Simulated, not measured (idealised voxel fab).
Process module, titled voxel spacer lines
Xsec cut, 200 nm wide, square cell size 5 nm.
Cross-section, as written here: a square-cell grid given band by band from the top down, where a band holds one or more rows of cells. Band: top height; bottom height; in nm. Then, left to right: material with width in nm, for each material. "all across": a single material spanning edge to edge. "air": empty space. Zero point of the height axis is 0; under it, received wafer = one material. Lowest band: continues down indefinitely, "0 down". When a width is written as two numbers, as in "30..40", the first number is the width in the top row of cells of the band and the second is the width in its bottom row, and the width changes by the same amount from each row to the next. Step note "same as before" = no cross-section cell changed. Sealed void listing: empty space of 8 cells or more with no open way to the top, each as width x height at its distance from the left edge, in nm. What comes after the settings on a step's line is commentary from the simulator itself on that step. "overlay nm" on a masked step: distance the mask lay right of its planned place, negative for left.
[Planned process steps]
| 1 | RECEIVE: material Si |
| 2 | CONFORMAL_DEP: material Al2O3, thk nm 5 |
| 3 | DIRECTIONAL_DEP: material SiN, thk nm 15 |
| 4 | DIRECTIONAL_DEP: material polySi, thk nm 30 |
| 5 | PATTERN: tone cover, mask id MANDREL, material resist, width nm 25, pitch nm 70, thk nm 40, overlay nm 0 |
| 6 | DIRECTIONAL_ETCH: etch materials polySi, depth nm 30 |
| 7 | STRIP: etch materials resist |
| 8 | CONFORMAL_DEP: material SiO2, thk nm 10 |
| 9 | DIRECTIONAL_ETCH: etch materials SiO2, depth nm 10 |
| 10 | STRIP: etch materials polySi |
| 11 | DIRECTIONAL_ETCH: etch materials SiN, depth nm 15 |
| 12 | STRIP: etch materials SiO2 |
[As-received state of the wafer in cross-section, equivalent to post-step 1]
0 down | Si all across
Sealed void listing: none
[One mistake in running the module, otherwise start and plan as above: cross-section at the end]
20 to 5 | 10 nm air, then 5 nm SiN, then 25 nm air, then 5 nm SiN, then 35 nm air, then 5 nm SiN, then 25 nm air, then 5 nm SiN, then 35 nm air, then 5 nm SiN, then 25 nm air, then 5 nm SiN, then 15 nm air
5 to 0 | Al2O3 all across
0 down | Si all across
Sealed void listing: none
So what did we get wrong on this run? step 8 ran differently from the plan; actual operation with settings: CONFORMAL_DEP: material SiO2, thk nm 5
